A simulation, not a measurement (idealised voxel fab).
Process module heading - voxel wiring stack
The cross-section shown here is cut; it is 195 nm wide and divided into square cells measuring 5 nm on a side.
When this document writes out a cross-section, it uses a grid of square cells and lists it as bands, beginning at the top and moving down, with a band standing for one or more rows of cells. Top, bottom (nm), then materials left to right with widths (nm); lone material tagged "everywhere" fills the whole band edge to edge; "air" = empty space. All heights in this document are referenced to 0, defined as the level beneath which the wafer, as received, consists entirely of one material. The lowest band is not bounded below; it extends indefinitely downward and is written in the form "z 0 and below". When a width is written as two numbers, as in "30 to 40", the first number is the width in the top row of cells of the band and the second is the width in its bottom row, and the width changes by the same amount from each row to the next. Step note "no change" = no cross-section cell changed. "Trapped void list" contains a list of empty spaces, each no smaller than 8 cells and without an open way to the top, written in the form width x height at distance with the distance from the left edge and all three in nm. Text after the settings on a step's line: the simulator's own remark on that step. overlay nm, on a step with a mask: how far to the right of its planned place the mask lay; to the left if negative. Guide to the pairs. Each holds a before and an after cross-section around one process step; the after cross-section is cut off at the lowest band that changed. Look under the pair for the step between them and its settings. Pairs can come from different runs of this module on the same starting wafer, so a pair follows on from the one above it only where its entry headed "Preceding state" says it does.
Preceding state:
  z 150 to 120 | resist: 40; air: 15; resist: 25; air: 15; resist: 25; air: 15; resist: 60
  z 120 to 105 | aC everywhere
  z 105 to 85 | SiO2 everywhere
  z 85 to 80 | SiCN everywhere
  z 80 to 60 | SiO2: 45; TiN: 5; Cu: 15; TiN: 5; SiO2: 15; TiN: 5; Cu: 15; TiN: 5; SiO2: 15; TiN: 5; Cu: 15; TiN: 5; SiO2: 45
  z 60 to 55 | SiN: 45; TiN: 25; SiN: 15; TiN: 25; SiN: 15; TiN: 25; SiN: 45
  z 55 to 40 | lowk: 45; TiN: 5; W: 5; TiN: 5; lowk: 25; TiN: 5; W: 5; TiN: 5; lowk: 25; TiN: 5; W: 5; TiN: 5; lowk: 55
  z 40 to 35 | SiCN: 45; TiN: 15; SiCN: 25; TiN: 15; SiCN: 25; TiN: 15; SiCN: 55
  z 35 to 30 | SiCN: 40; Ru: 35; SiCN: 5; Ru: 35; SiCN: 5; Ru: 35; SiCN: 40
  z 30 to 15 | SiO2: 45; TiN: 5; W: 15; TiN: 5; SiO2: 15; TiN: 5; W: 15; TiN: 5; SiO2: 15; TiN: 5; W: 15; TiN: 5; SiO2: 45
  z 15 to 10 | SiN: 45; TiN: 25; SiN: 15; TiN: 25; SiN: 15; TiN: 25; SiN: 45
  z 10 to 0 | SiO2 everywhere
  z 0 and below | Si everywhere
  Trapped void list: none
Post-Step Section View:
  z 135 to 120 | resist: 40; air: 15; resist: 25; air: 15; resist: 25; air: 15; resist: 60
  z 120 to 105 | aC: 40; air: 15; aC: 25; air: 15; aC: 25; air: 15; aC: 60
  below 105: unchanged
  Trapped void list: none
It is this step that lies between the two cross-sections above: DIRECTIONAL_ETCH: etch materials aC, depth nm 15
Preceding state: we pick up right where the pair above leaves off, with its after cross-section.
Post-Step Section View:
  z 120 to 105 | aC: 40; air: 15; aC: 25; air: 15; aC: 25; air: 15; aC: 60
  below 105: unchanged
  Trapped void list: none
It is this step that lies between the two cross-sections above: STRIP: etch materials resist
Preceding state: we pick up right where the pair above leaves off, with its after cross-section.
Post-Step Section View:
  z 120 to 105 | aC: 40; air: 15; aC: 25; air: 15; aC: 25; air: 15; aC: 60
  z 105 to 85 | SiO2: 40; air: 15; SiO2: 25; air: 15; SiO2: 25; air: 15; SiO2: 60
  below 85: unchanged
  Trapped void list: none
It is this step that lies between the two cross-sections above: DIRECTIONAL_ETCH: etch materials SiO2, depth nm 20
Preceding state: we pick up right where the pair above leaves off, with its after cross-section.
Post-Step Section View:
  z 120 to 105 | aC: 40; air: 15; aC: 25; air: 15; aC: 25; air: 15; aC: 60
  z 105 to 85 | SiO2: 40; air: 15; SiO2: 25; air: 15; SiO2: 25; air: 15; SiO2: 60
  z 85 to 80 | SiCN: 40; air: 15; SiCN: 25; air: 15; SiCN: 25; air: 15; SiCN: 60
  below 80: unchanged
  Trapped void list: none
It is this step that lies between the two cross-sections above: DIRECTIONAL_ETCH: etch materials SiCN, depth nm 5
Preceding state: we pick up right where the pair above leaves off, with its after cross-section.
Post-Step Section View:
  z 105 to 85 | SiO2: 40; air: 15; SiO2: 25; air: 15; SiO2: 25; air: 15; SiO2: 60
  below 85: unchanged
  Trapped void list: none
It is this step that lies between the two cross-sections above: STRIP: etch materials aC
Preceding state: we pick up right where the pair above leaves off, with its after cross-section.
Post-Step Section View:
  z 110 to 105 | TiN: 45; air: 5; TiN: 35; air: 5; TiN: 35; air: 5; TiN: 65
  z 105 to 85 | SiO2: 40; TiN: 5; air: 5; TiN: 5; SiO2: 25; TiN: 5; air: 5; TiN: 5; SiO2: 25; TiN: 5; air: 5; TiN: 5; SiO2: 60
  z 85 to 80 | SiCN: 40; TiN: 15; SiCN: 25; TiN: 15; SiCN: 25; TiN: 15; SiCN: 60
  below 80: unchanged
  Trapped void list: none
It is this step that lies between the two cross-sections above: CONFORMAL_DEP: material TiN, thk nm 5
Preceding state: we pick up right where the pair above leaves off, with its after cross-section.
Post-Step Section View:
  z 120 to 110 | W everywhere
  z 110 to 105 | TiN: 45; W: 5; TiN: 35; W: 5; TiN: 35; W: 5; TiN: 65
  z 105 to 85 | SiO2: 40; TiN: 5; W: 5; TiN: 5; SiO2: 25; TiN: 5; W: 5; TiN: 5; SiO2: 25; TiN: 5; W: 5; TiN: 5; SiO2: 60
  below 85: unchanged
  Trapped void list: none
It is this step that lies between the two cross-sections above: FILL_DEP: material W, thk nm 10
Preceding state: we pick up right where the pair above leaves off, with its after cross-section.
Post-Step Section View:
  z 105 to 85 | SiO2: 40; TiN: 5; W: 5; TiN: 5; SiO2: 25; TiN: 5; W: 5; TiN: 5; SiO2: 25; TiN: 5; W: 5; TiN: 5; SiO2: 60
  below 85: unchanged
  Trapped void list: none
It is this step that lies between the two cross-sections above: CMP: height nm 105
Preceding state: we pick up right where the pair above leaves off, with its after cross-section.
Post-Step Section View:
  z 110 to 105 | TiN everywhere
  below 105: unchanged
  Trapped void list: none
It is this step that lies between the two cross-sections above: DIRECTIONAL_DEP: material TiN, thk nm 5
Preceding state: we pick up right where the pair above leaves off, with its after cross-section.
Post-Step Section View:
  z 135 to 110 | W everywhere
  below 110: unchanged
  Trapped void list: none
It is this step that lies between the two cross-sections above: DIRECTIONAL_DEP: material W, thk nm 25
Preceding state: we pick up right where the pair above leaves off, with its after cross-section.
Post-Step Section View:
  z 155 to 135 | air: 45; resist: 25; air: 15; resist: 25; air: 15; resist: 25; air: 45
  below 135: unchanged
  Trapped void list: none
It is this step that lies between the two cross-sections above: PATTERN: tone cover, mask id METAL_3, material resist, width nm 25, pitch nm 40, thk nm 20, overlay nm 0
Preceding state: we pick up right where the pair above leaves off, with its after cross-section.
Post-Step Section View:
  z 155 to 135 | air: 45; resist: 25; air: 15; resist: 25; air: 15; resist: 25; air: 45
  z 135 to 110 | air: 45; W: 25; air: 15; W: 25; air: 15; W: 25; air: 45
  below 110: unchanged
  Trapped void list: none
It is this step that lies between the two cross-sections above: DIRECTIONAL_ETCH: etch materials W, depth nm 25
Preceding state: we pick up right where the pair above leaves off, with its after cross-section.
Post-Step Section View:
  z 155 to 135 | air: 45; resist: 25; air: 15; resist: 25; air: 15; resist: 25; air: 45
  z 135 to 110 | air: 45; W: 25; air: 15; W: 25; air: 15; W: 25; air: 45
  z 110 to 105 | air: 45; TiN: 25; air: 15; TiN: 25; air: 15; TiN: 25; air: 45
  below 105: unchanged
  Trapped void list: none
It is this step that lies between the two cross-sections above: DIRECTIONAL_ETCH: etch materials TiN, depth nm 5
Preceding state: we pick up right where the pair above leaves off, with its after cross-section.
Post-Step Section View:
  z 135 to 110 | air: 45; W: 25; air: 15; W: 25; air: 15; W: 25; air: 45
  below 110: unchanged
  Trapped void list: none
It is this step that lies between the two cross-sections above: STRIP: etch materials resist
Preceding state: we pick up right where the pair above leaves off, with its after cross-section.
Post-Step Section View:
  z 140 to 135 | lowk everywhere
  z 135 to 110 | lowk: 45; W: 25; lowk: 15; W: 25; lowk: 15; W: 25; lowk: 45
  z 110 to 105 | lowk: 45; TiN: 25; lowk: 15; TiN: 25; lowk: 15; TiN: 25; lowk: 45
  below 105: unchanged
  Trapped void list: none
It is this step that lies between the two cross-sections above: FILL_DEP: material lowk, thk nm 5
Preceding state: we pick up right where the pair above leaves off, with its after cross-section.
Post-Step Section View:
  z 135 to 110 | lowk: 45; W: 25; lowk: 15; W: 25; lowk: 15; W: 25; lowk: 45
  below 110: unchanged
  Trapped void list: none
It is this step that lies between the two cross-sections above: CMP: height nm 135
Preceding state: we pick up right where the pair above leaves off, with its after cross-section.
Post-Step Section View:
  z 140 to 135 | SiN everywhere
  below 135: unchanged
  Trapped void list: none
It is this step that lies between the two cross-sections above: CONFORMAL_DEP: material SiN, thk nm 5
Preceding state:
  z 135 to 110 | air: 45; W: 25; air: 15; W: 25; air: 15; W: 25; air: 45
  z 110 to 105 | air: 45; TiN: 25; air: 15; TiN: 25; air: 15; TiN: 25; air: 45
  z 105 to 85 | SiO2: 45; TiN: 5; W: 5; TiN: 5; SiO2: 25; TiN: 5; W: 5; TiN: 5; SiO2: 25; TiN: 5; W: 5; TiN: 5; SiO2: 55
  z 85 to 80 | SiCN: 45; TiN: 15; SiCN: 25; TiN: 15; SiCN: 25; TiN: 15; SiCN: 55
  z 80 to 60 | SiO2: 45; TiN: 5; Cu: 15; TiN: 5; SiO2: 15; TiN: 5; Cu: 15; TiN: 5; SiO2: 15; TiN: 5; Cu: 15; TiN: 5; SiO2: 45
  z 60 to 55 | SiN: 45; TiN: 25; SiN: 15; TiN: 25; SiN: 15; TiN: 25; SiN: 45
  z 55 to 40 | lowk: 45; TiN: 5; W: 5; TiN: 5; lowk: 25; TiN: 5; W: 5; TiN: 5; lowk: 25; TiN: 5; W: 5; TiN: 5; lowk: 55
  z 40 to 35 | SiCN: 45; TiN: 15; SiCN: 25; TiN: 15; SiCN: 25; TiN: 15; SiCN: 55
  z 35 to 30 | SiCN: 40; Ru: 35; SiCN: 5; Ru: 35; SiCN: 5; Ru: 35; SiCN: 40
  z 30 to 15 | SiO2: 45; TiN: 5; W: 15; TiN: 5; SiO2: 15; TiN: 5; W: 15; TiN: 5; SiO2: 15; TiN: 5; W: 15; TiN: 5; SiO2: 45
  z 15 to 10 | SiN: 45; TiN: 25; SiN: 15; TiN: 25; SiN: 15; TiN: 25; SiN: 45
  z 10 to 0 | SiO2 everywhere
  z 0 and below | Si everywhere
  Trapped void list: none
Post-Step Section View:
  z 140 to 135 | TiN everywhere
  z 135 to 110 | TiN: 45; W: 25; TiN: 15; W: 25; TiN: 15; W: 25; TiN: 45
  z 110 to 105 | TiN everywhere
  below 105: unchanged
  Trapped void list: none
It is this step that lies between the two cross-sections above: FILL_DEP: material TiN, thk nm 5
Preceding state: we pick up right where the pair above leaves off, with its after cross-section.
Post-Step Section View:
  z 135 to 110 | TiN: 45; W: 25; TiN: 15; W: 25; TiN: 15; W: 25; TiN: 45
  below 110: unchanged
  Trapped void list: none
It is this step that lies between the two cross-sections above: CMP: height nm 135
Preceding state: we pick up right where the pair above leaves off, with its after cross-section.
Post-Step Section View:
  z 140 to 135 | SiN everywhere
  below 135: unchanged
  Trapped void list: none
It is this step that lies between the two cross-sections above: CONFORMAL_DEP: material SiN, thk nm 5
Preceding state:
  z 135 to 110 | W everywhere
  z 110 to 105 | TiN everywhere
  z 105 to 85 | SiO2: 45; TiN: 5; W: 5; TiN: 5; SiO2: 25; TiN: 5; W: 5; TiN: 5; SiO2: 25; TiN: 5; W: 5; TiN: 5; SiO2: 55
  z 85 to 80 | SiCN: 45; TiN: 15; SiCN: 25; TiN: 15; SiCN: 25; TiN: 15; SiCN: 55
  z 80 to 60 | SiO2: 45; TiN: 5; Cu: 15; TiN: 5; SiO2: 15; TiN: 5; Cu: 15; TiN: 5; SiO2: 15; TiN: 5; Cu: 15; TiN: 5; SiO2: 45
  z 60 to 55 | SiN: 45; TiN: 25; SiN: 15; TiN: 25; SiN: 15; TiN: 25; SiN: 45
  z 55 to 40 | lowk: 45; TiN: 5; W: 5; TiN: 5; lowk: 25; TiN: 5; W: 5; TiN: 5; lowk: 25; TiN: 5; W: 5; TiN: 5; lowk: 55
  z 40 to 35 | SiCN: 45; TiN: 15; SiCN: 25; TiN: 15; SiCN: 25; TiN: 15; SiCN: 55
  z 35 to 30 | SiCN: 40; Ru: 35; SiCN: 5; Ru: 35; SiCN: 5; Ru: 35; SiCN: 40
  z 30 to 15 | SiO2: 45; TiN: 5; W: 15; TiN: 5; SiO2: 15; TiN: 5; W: 15; TiN: 5; SiO2: 15; TiN: 5; W: 15; TiN: 5; SiO2: 45
  z 15 to 10 | SiN: 45; TiN: 25; SiN: 15; TiN: 25; SiN: 15; TiN: 25; SiN: 45
  z 10 to 0 | SiO2 everywhere
  z 0 and below | Si everywhere
  Trapped void list: none
Post-Step Section View:
  z 155 to 135 | resist: 45; air: 25; resist: 15; air: 25; resist: 15; air: 25; resist: 45
  below 135: unchanged
  Trapped void list: none
It is this step that lies between the two cross-sections above: PATTERN: tone open, mask id METAL_3, material resist, width nm 25, pitch nm 40, thk nm 20, overlay nm 0
Preceding state: we pick up right where the pair above leaves off, with its after cross-section.
Post-Step Section View:
  z 155 to 135 | resist: 45; air: 25; resist: 15; air: 25; resist: 15; air: 25; resist: 45
  z 135 to 110 | W: 45; air: 25; W: 15; air: 25; W: 15; air: 25; W: 45
  below 110: unchanged
  Trapped void list: none
It is this step that lies between the two cross-sections above: DIRECTIONAL_ETCH: etch materials W, depth nm 25
Preceding state: we pick up right where the pair above leaves off, with its after cross-section.
Post-Step Section View:
  z 155 to 135 | resist: 45; air: 25; resist: 15; air: 25; resist: 15; air: 25; resist: 45
  z 135 to 110 | W: 45; air: 25; W: 15; air: 25; W: 15; air: 25; W: 45
  z 110 to 105 | TiN: 45; air: 25; TiN: 15; air: 25; TiN: 15; air: 25; TiN: 45
  below 105: unchanged
  Trapped void list: none
It is this step that lies between the two cross-sections above: DIRECTIONAL_ETCH: etch materials TiN, depth nm 5
Preceding state: we pick up right where the pair above leaves off, with its after cross-section.
Post-Step Section View:
  z 135 to 110 | W: 45; air: 25; W: 15; air: 25; W: 15; air: 25; W: 45
  below 110: unchanged
  Trapped void list: none
It is this step that lies between the two cross-sections above: STRIP: etch materials resist
Preceding state: we pick up right where the pair above leaves off, with its after cross-section.
Post-Step Section View:
  z 140 to 135 | lowk everywhere
  z 135 to 110 | W: 45; lowk: 25; W: 15; lowk: 25; W: 15; lowk: 25; W: 45
  z 110 to 105 | TiN: 45; lowk: 25; TiN: 15; lowk: 25; TiN: 15; lowk: 25; TiN: 45
  below 105: unchanged
  Trapped void list: none
It is this step that lies between the two cross-sections above: FILL_DEP: material lowk, thk nm 5
Preceding state: we pick up right where the pair above leaves off, with its after cross-section.
Post-Step Section View:
  z 135 to 110 | W: 45; lowk: 25; W: 15; lowk: 25; W: 15; lowk: 25; W: 45
  below 110: unchanged
  Trapped void list: none
It is this step that lies between the two cross-sections above: CMP: height nm 135
Preceding state: we pick up right where the pair above leaves off, with its after cross-section.
Post-Step Section View:
  z 140 to 135 | SiN everywhere
  below 135: unchanged
  Trapped void list: none
It is this step that lies between the two cross-sections above: CONFORMAL_DEP: material SiN, thk nm 5
